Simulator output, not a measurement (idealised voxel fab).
Process module heading - voxel trench capacitor
Cross-section cut: width 165 nm, square cells of 5 nm.
Think of the cross-section as a grid of square cells. We describe it in bands, top to bottom, and each band covers one or more rows of those cells.
Top, bottom (nm), then materials left to right with widths (nm); lone material tagged "all across" fills the whole band edge to edge; "empty" = empty space.
Basically, 0 is our baseline, since under it the wafer straight out of the box is all one material. The bottom band has no lower end and keeps on going down, so it looks like "0 and below".
When a width is written as two numbers, as in "30 to 40", the first number is the width in the top row of cells of the band and the second is the width in its bottom row, and the width changes by the same amount from each row to the next.
Reading "all unchanged" for a step: not a cell of the cross-section changed in it.
If an empty space has no open way to the top and is at least 8 cells in size, "Enclosed void listing" lists it, written width x height at distance, where distance is measured from the left edge and every value is in nm.
Past the settings on a step's line: simulator remark, on that step.
What "overlay nm" on a step's line means: if the step has a mask, that mask lay this far to the right of its planned place, or, when the value is negative, to the left.
-- Below is the list of planned process steps
1,RECEIVE: material Si
2,CONFORMAL_DEP: material SiN, thk nm 10
3,MASKED_ETCH: tone open, mask id TRENCH, width nm 30, pitch nm 50, etch materials SiN, depth nm 10, overlay nm 0
4,MASKED_ETCH: tone open, mask id TRENCH, width nm 30, pitch nm 50, etch materials Si, depth nm 25, overlay nm 0
5,CONFORMAL_DEP: material Al2O3, thk nm 5
6,CONFORMAL_DEP: material TiN, thk nm 5
7,FILL_DEP: material W, thk nm 10
8,CMP: height nm 10
-- First wafer out of two, processed as planned
-- So this is the incoming wafer in cross-section - it's already been through step 1
> 0 and below = Si all across
> Enclosed void listing: none
-- Take a look at the wafer's cross-section after step 2
> 10 down to 0 = SiN all across
> Rest of section, below 0: as before.
-- Take a look at the wafer's cross-section after step 3
> 10 down to 0 = SiN 15 nm, then empty 30 nm, then SiN 20 nm, then empty 30 nm, then SiN 20 nm, then empty 30 nm, then SiN 20 nm
> Rest of section, below 0: as before.
-- Take a look at the wafer's cross-section after step 4
> 10 down to 0 = SiN 15 nm, then empty 30 nm, then SiN 20 nm, then empty 30 nm, then SiN 20 nm, then empty 30 nm, then SiN 20 nm
> 0 down to -25 = Si 15 nm, then empty 30 nm, then Si 20 nm, then empty 30 nm, then Si 20 nm, then empty 30 nm, then Si 20 nm
> Rest of section, below -25: as before.
-- Take a look at the wafer's cross-section after step 5
> 15 down to 10 = Al2O3 20 nm, then empty 20 nm, then Al2O3 30 nm, then empty 20 nm, then Al2O3 30 nm, then empty 20 nm, then Al2O3 25 nm
> 10 down to 0 = SiN 15 nm, then Al2O3 5 nm, then empty 20 nm, then Al2O3 5 nm, then SiN 20 nm, then Al2O3 5 nm, then empty 20 nm, then Al2O3 5 nm, then SiN 20 nm, then Al2O3 5 nm, then empty 20 nm, then Al2O3 5 nm, then SiN 20 nm
> 0 down to -20 = Si 15 nm, then Al2O3 5 nm, then empty 20 nm, then Al2O3 5 nm, then Si 20 nm, then Al2O3 5 nm, then empty 20 nm, then Al2O3 5 nm, then Si 20 nm, then Al2O3 5 nm, then empty 20 nm, then Al2O3 5 nm, then Si 20 nm
> -20 down to -25 = Si 15 nm, then Al2O3 30 nm, then Si 20 nm, then Al2O3 30 nm, then Si 20 nm, then Al2O3 30 nm, then Si 20 nm
> Rest of section, below -25: as before.
-- Take a look at the wafer's cross-section after step 6
> 20 down to 15 = TiN 25 nm, then empty 10 nm, then TiN 40 nm, then empty 10 nm, then TiN 40 nm, then empty 10 nm, then TiN 30 nm
> 15 down to 10 = Al2O3 20 nm, then TiN 5 nm, then empty 10 nm, then TiN 5 nm, then Al2O3 30 nm, then TiN 5 nm, then empty 10 nm, then TiN 5 nm, then Al2O3 30 nm, then TiN 5 nm, then empty 10 nm, then TiN 5 nm, then Al2O3 25 nm
> 10 down to 0 = SiN 15 nm, then Al2O3 5 nm, then TiN 5 nm, then empty 10 nm, then TiN 5 nm, then Al2O3 5 nm, then SiN 20 nm, then Al2O3 5 nm, then TiN 5 nm, then empty 10 nm, then TiN 5 nm, then Al2O3 5 nm, then SiN 20 nm, then Al2O3 5 nm, then TiN 5 nm, then empty 10 nm, then TiN 5 nm, then Al2O3 5 nm, then SiN 20 nm
> 0 down to -15 = Si 15 nm, then Al2O3 5 nm, then TiN 5 nm, then empty 10 nm, then TiN 5 nm, then Al2O3 5 nm, then Si 20 nm, then Al2O3 5 nm, then TiN 5 nm, then empty 10 nm, then TiN 5 nm, then Al2O3 5 nm, then Si 20 nm, then Al2O3 5 nm, then TiN 5 nm, then empty 10 nm, then TiN 5 nm, then Al2O3 5 nm, then Si 20 nm
> -15 down to -20 = Si 15 nm, then Al2O3 5 nm, then TiN 20 nm, then Al2O3 5 nm, then Si 20 nm, then Al2O3 5 nm, then TiN 20 nm, then Al2O3 5 nm, then Si 20 nm, then Al2O3 5 nm, then TiN 20 nm, then Al2O3 5 nm, then Si 20 nm
> Rest of section, below -20: as before.
-- Take a look at the wafer's cross-section after step 7
> 30 down to 20 = W all across
> 20 down to 15 = TiN 25 nm, then W 10 nm, then TiN 40 nm, then W 10 nm, then TiN 40 nm, then W 10 nm, then TiN 30 nm
> 15 down to 10 = Al2O3 20 nm, then TiN 5 nm, then W 10 nm, then TiN 5 nm, then Al2O3 30 nm, then TiN 5 nm, then W 10 nm, then TiN 5 nm, then Al2O3 30 nm, then TiN 5 nm, then W 10 nm, then TiN 5 nm, then Al2O3 25 nm
> 10 down to 0 = SiN 15 nm, then Al2O3 5 nm, then TiN 5 nm, then W 10 nm, then TiN 5 nm, then Al2O3 5 nm, then SiN 20 nm, then Al2O3 5 nm, then TiN 5 nm, then W 10 nm, then TiN 5 nm, then Al2O3 5 nm, then SiN 20 nm, then Al2O3 5 nm, then TiN 5 nm, then W 10 nm, then TiN 5 nm, then Al2O3 5 nm, then SiN 20 nm
> 0 down to -15 = Si 15 nm, then Al2O3 5 nm, then TiN 5 nm, then W 10 nm, then TiN 5 nm, then Al2O3 5 nm, then Si 20 nm, then Al2O3 5 nm, then TiN 5 nm, then W 10 nm, then TiN 5 nm, then Al2O3 5 nm, then Si 20 nm, then Al2O3 5 nm, then TiN 5 nm, then W 10 nm, then TiN 5 nm, then Al2O3 5 nm, then Si 20 nm
> Rest of section, below -15: as before.
-- Take a look at the wafer's cross-section after step 8
> 10 down to 0 = SiN 15 nm, then Al2O3 5 nm, then TiN 5 nm, then W 10 nm, then TiN 5 nm, then Al2O3 5 nm, then SiN 20 nm, then Al2O3 5 nm, then TiN 5 nm, then W 10 nm, then TiN 5 nm, then Al2O3 5 nm, then SiN 20 nm, then Al2O3 5 nm, then TiN 5 nm, then W 10 nm, then TiN 5 nm, then Al2O3 5 nm, then SiN 20 nm
> Rest of section, below 0: as before.
-- It is to be noted that the second wafer proceeded from the same initial state and according to the same plan as the first, although one mistake was committed in its execution; through step 4, inclusive, the two wafers share an identical history
-- when step 5 should have ended
> 15 down to 10 = TiN 20 nm, then empty 20 nm, then TiN 30 nm, then empty 20 nm, then TiN 30 nm, then empty 20 nm, then TiN 25 nm
> 10 down to 0 = SiN 15 nm, then TiN 5 nm, then empty 20 nm, then TiN 5 nm, then SiN 20 nm, then TiN 5 nm, then empty 20 nm, then TiN 5 nm, then SiN 20 nm, then TiN 5 nm, then empty 20 nm, then TiN 5 nm, then SiN 20 nm
> 0 down to -20 = Si 15 nm, then TiN 5 nm, then empty 20 nm, then TiN 5 nm, then Si 20 nm, then TiN 5 nm, then empty 20 nm, then TiN 5 nm, then Si 20 nm, then TiN 5 nm, then empty 20 nm, then TiN 5 nm, then Si 20 nm
> -20 down to -25 = Si 15 nm, then TiN 30 nm, then Si 20 nm, then TiN 30 nm, then Si 20 nm, then TiN 30 nm, then Si 20 nm
> Rest of section, below -25: as before.
-- when step 6 should have ended
> 20 down to 10 = TiN 25 nm, then empty 10 nm, then TiN 40 nm, then empty 10 nm, then TiN 40 nm, then empty 10 nm, then TiN 30 nm
> 10 down to 0 = SiN 15 nm, then TiN 10 nm, then empty 10 nm, then TiN 10 nm, then SiN 20 nm, then TiN 10 nm, then empty 10 nm, then TiN 10 nm, then SiN 20 nm, then TiN 10 nm, then empty 10 nm, then TiN 10 nm, then SiN 20 nm
> 0 down to -15 = Si 15 nm, then TiN 10 nm, then empty 10 nm, then TiN 10 nm, then Si 20 nm, then TiN 10 nm, then empty 10 nm, then TiN 10 nm, then Si 20 nm, then TiN 10 nm, then empty 10 nm, then TiN 10 nm, then Si 20 nm
> -15 down to -25 = Si 15 nm, then TiN 30 nm, then Si 20 nm, then TiN 30 nm, then Si 20 nm, then TiN 30 nm, then Si 20 nm
> Rest of section, below -25: as before.
-- when step 7 should have ended
> 30 down to 20 = W all across
> 20 down to 10 = TiN 25 nm, then W 10 nm, then TiN 40 nm, then W 10 nm, then TiN 40 nm, then W 10 nm, then TiN 30 nm
> 10 down to 0 = SiN 15 nm, then TiN 10 nm, then W 10 nm, then TiN 10 nm, then SiN 20 nm, then TiN 10 nm, then W 10 nm, then TiN 10 nm, then SiN 20 nm, then TiN 10 nm, then W 10 nm, then TiN 10 nm, then SiN 20 nm
> 0 down to -15 = Si 15 nm, then TiN 10 nm, then W 10 nm, then TiN 10 nm, then Si 20 nm, then TiN 10 nm, then W 10 nm, then TiN 10 nm, then Si 20 nm, then TiN 10 nm, then W 10 nm, then TiN 10 nm, then Si 20 nm
> Rest of section, below -15: as before.
-- when step 8 should have ended
> 10 down to 0 = SiN 15 nm, then TiN 10 nm, then W 10 nm, then TiN 10 nm, then SiN 20 nm, then TiN 10 nm, then W 10 nm, then TiN 10 nm, then SiN 20 nm, then TiN 10 nm, then W 10 nm, then TiN 10 nm, then SiN 20 nm
> Rest of section, below 0: as before.
What was the processing mistake? contrary to plan, step 5 was performed as CONFORMAL_DEP: material TiN, thk nm 5
It is noted that, at the conclusion of processing, the second wafer exhibits a higher or lower cell count for certain materials relative to the first: -54 Al2O3 | +54 TiN
